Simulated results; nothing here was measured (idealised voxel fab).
process module | voxel tone inversion
It is cross-section cut that appears here, measuring 210 nm in width, its square cells being 5 nm in size.
A cross-section in this document is a grid of square cells, and it is written down as bands, the top band listed before the ones below it; a band is made up of one or more rows of cells.
Band: top height; bottom height; in nm. Then, left to right: material with width in nm, for each material. "edge to edge": a single material spanning edge to edge. "air": empty space.
The reference from which all heights are counted is 0, the level beneath which the as-received wafer is entirely one material; the lowest band, having no lower bound, proceeds downward and is written after the example "from 0 down".
Read "30..40" as a graded width: first number on top, second number at the bottom, same change between each pair of neighbouring rows.
What does "nothing altered" mean for a step? It means no cell of the cross-section changed in that step.
Each empty space that has no open way to the top and spans at least 8 cells appears under "Unvented voids" as width x height at distance, the distance counted from the left edge, all in nm.
The remark found on a step's line after its settings is issued by the simulator itself and pertains to that step.
The setting "overlay nm" may be written on the line of a step. When the step uses a mask, the value reports how far to the right of the planned place the mask lay, and a negative value reports that it lay to the left.

### These are the steps we planned for the process
| 1 | RECEIVE with material Si |
| 2 | CONFORMAL_DEP with material SiN, thk nm 10 |
| 3 | DIRECTIONAL_DEP with material polySi, thk nm 20 |
| 4 | PATTERN with tone cover, mask id POSTS, material resist, width nm 15, pitch nm 35, thk nm 30, overlay nm 0 |
| 5 | DIRECTIONAL_ETCH with etch materials polySi, depth nm 20 |
| 6 | STRIP with etch materials resist |
| 7 | FILL_DEP with material SiO2, thk nm 5 |
| 8 | CMP with height nm 30 |
| 9 | STRIP with etch materials polySi |

### This is the cross-section of the wafer as we received it, i.e. after step 1
> from 0 down  Si edge to edge
> Unvented voids: none

### What the wafer looks like in cross-section after this module, when it starts as shown above and follows the plan above but one mistake is made in running it
> from 30 to 10  70 of SiO2 / 15 of air / 20 of SiO2 / 15 of air / 20 of SiO2 / 15 of air / 55 of SiO2
> from 10 to 0  SiN edge to edge
> from 0 down  Si edge to edge
> Unvented voids: none
What was the processing mistake? off-plan run, step 4, actual operation and settings PATTERN with tone cover, mask id POSTS, material resist, width nm 15, pitch nm 35, thk nm 30, overlay nm 10
